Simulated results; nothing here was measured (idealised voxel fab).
A process module follows: voxel gate over fins.
Pictured: cross-section cut, 280 nm wide, on a grid of 5 nm square cells.
Notation: cross-section as square-cell grid; stated in bands, top first, going down; one or more cell rows per band.
First you get the band's top height and its bottom height, in nm, and then the materials it's made of, left to right, with each width in nm. If you see a single material with "full width", that one covers the band edge to edge. "empty" is empty space.
Counting heights begins at 0, where everything beneath is, in the wafer as received, one material. The lowest band has no bottom; it goes on downwards, as "z 0 and below" shows.
Width: "30->40" (first number = top row, second number = bottom row, same change from row to row of cells).
Where a step carries "nothing changed", the cross-section came out of it unchanged, cell for cell.
"Sealed cavities" means: voids of 8 cells or more that are shut off from the top with no open way through. Written width x height at distance, distance from the left edge, in nm.
after a step's settings: what the simulator itself notes on the step
overlay nm: where the mask lay relative to plan, measured to the right, on steps with a mask; negatives go left.
PLANNED STEP LIST FOR THE PROCESS
1,RECEIVE, material Si
2,CONFORMAL_DEP, material SiN, thk nm 5
3,PATTERN, tone cover, mask id FINS, material resist, width nm 15, pitch nm 45, thk nm 20, overlay nm 0
4,DIRECTIONAL_ETCH, etch materials SiN, depth nm 5
5,DIRECTIONAL_ETCH, etch materials Si, depth nm 35
6,STRIP, etch materials resist
7,FILL_DEP, material SiO2, thk nm 15
8,CMP, height nm 5
9,SELECTIVE_ETCH, etch materials SiO2, depth nm 20
10,STRIP, etch materials SiN
11,CONFORMAL_DEP, material HfO2, thk nm 5
12,CONFORMAL_DEP, material TiN, thk nm 5
13,CONFORMAL_DEP, material TiAl, thk nm 5
14,CONFORMAL_DEP, material TiN, thk nm 5
15,FILL_DEP, material W, thk nm 10
16,CMP, height nm 25
17,CONFORMAL_DEP, material SiN, thk nm 10
AS RECEIVED (POST STEP 1): CROSS-SECTION
  z 0 and below: Si full width
  Sealed cavities: none
CROSS-SECTION: FIRST OF TWO WAFERS, MODULE FINISHED, RUN ACCORDING TO PLAN
  z 35 to 25: SiN full width
  z 25 to 20: W full width
  z 20 to 15: W: 90  TiN: 100  W: 90
  z 15 to 10: W: 90  TiN: 5  TiAl: 90  TiN: 5  W: 90
  z 10 to 5: W: 90  TiN: 5  TiAl: 5  TiN: 35  TiAl: 10  TiN: 35  TiAl: 5  TiN: 5  W: 90
  z 5 to 0: TiN: 95  TiAl: 5  TiN: 5  HfO2: 25  TiN: 5  TiAl: 10  TiN: 5  HfO2: 25  TiN: 5  TiAl: 5  TiN: 95
  z 0 to -5: TiAl: 100  TiN: 5  HfO2: 5  Si: 15  HfO2: 5  TiN: 5  TiAl: 10  TiN: 5  HfO2: 5  Si: 15  HfO2: 5  TiN: 5  TiAl: 100
  z -5 to -10: TiN: 105  HfO2: 5  Si: 15  HfO2: 5  TiN: 20  HfO2: 5  Si: 15  HfO2: 5  TiN: 105
  z -10 to -15: HfO2: 110  Si: 15  HfO2: 30  Si: 15  HfO2: 110
  z -15 to -35: SiO2: 110  Si: 15  SiO2: 30  Si: 15  SiO2: 110
  z -35 and below: Si full width
  Sealed cavities: none
HERE'S THE SECOND OF OUR TWO WAFERS SECTIONED AT MODULE END. SAME START AS THE FIRST, SAME PLAN, BUT ONE MISTAKE GOT MADE RUNNING IT
  z 35 to 25: SiN full width
  z 25 to 20: TiN full width
  z 20 to 15: TiAl full width
  z 15 to 10: TiN full width
  z 10 to 0: HfO2 full width
  z 0 and below: Si full width
  Sealed cavities: none
Diagnosis: step 2, actual vs plan mismatch, actual run CONFORMAL_DEP, material HfO2, thk nm 5
End check, counted in cells, second wafer has more or fewer of these materials than the first: HfO2 +44; Si +350; SiO2 -200; TiAl -12; TiN -18; W -164
